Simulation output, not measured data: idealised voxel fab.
process module | voxel quadruple lines
cross-section cut | 280 nm wide | cells 5 nm
A cross-section is a grid of square cells, given in bands from the top down. A band is one or more rows of cells.
Each band's line starts with the height of the band's top and of its bottom, in nm. Then come its materials from left to right, each with its width in nm. One material with "throughout" fills the band from edge to edge. "air" is empty space.
Height 0 is the level under which the wafer as received is all one material. The lowest band goes on downwards, as in "0 down".
A width such as "30 to 40" changes by the same amount from each row of cells to the next, from the band's top row to its bottom row.
"no change" after a step means that no cell of the cross-section changed.
closed voids: empty space of 8 cells or more with no open way to the top, each as width x height at its distance from the left edge, in nm
after a step's settings: what the simulator itself notes on the step
overlay nm, on a step with a mask: how far to the right of its planned place the mask lay; to the left if negative
plan
1 op RECEIVE | material Si
2 op CONFORMAL_DEP | material Al2O3 | thk nm 5
3 op DIRECTIONAL_DEP | material Ru | thk nm 10
4 op DIRECTIONAL_DEP | material polySi | thk nm 20
5 op DIRECTIONAL_DEP | material aC | thk nm 20
6 op PATTERN | tone cover | mask id MANDREL | material resist | width nm 20 | thk nm 25 | overlay nm 0
7 op DIRECTIONAL_ETCH | etch materials aC | depth nm 20
8 op STRIP | etch materials resist
9 op CONFORMAL_DEP | material SiO2 | thk nm 10
10 op DIRECTIONAL_ETCH | etch materials SiO2 | depth nm 10
11 op STRIP | etch materials aC
12 op DIRECTIONAL_ETCH | etch materials polySi | depth nm 20
13 op STRIP | etch materials SiO2
14 op CONFORMAL_DEP | material SiCN | thk nm 5
15 op DIRECTIONAL_ETCH | etch materials SiCN | depth nm 5
16 op STRIP | etch materials polySi
17 op DIRECTIONAL_ETCH | etch materials Ru | depth nm 10
18 op STRIP | etch materials SiCN
19 op FILL_DEP | material lowk | thk nm 10
20 op CMP | height nm 15
as received, after step 1
  0 down: Si throughout
  closed voids: none
first wafer at the end, as planned
  15 to 5: lowk 115 | Ru 5 | lowk 10 | Ru 5 | lowk 10 | Ru 5 | lowk 10 | Ru 5 | lowk 115
  5 to 0: Al2O3 throughout
  0 down: Si throughout
  closed voids: none
second wafer at the end: like start, like plan, one mistake
  15 to 5: lowk 115 | Ru 5 | lowk 10 | Ru 5 | lowk 10 | Ru 5 | lowk 10 | Ru 5 | lowk 115
  5 to 0: aC throughout
  0 down: Si throughout
  closed voids: none
what went wrong: step 2 ran as: op CONFORMAL_DEP | material aC | thk nm 5
at the end the second wafer has, in cells: 56 fewer of Al2O3 | 56 more of aC
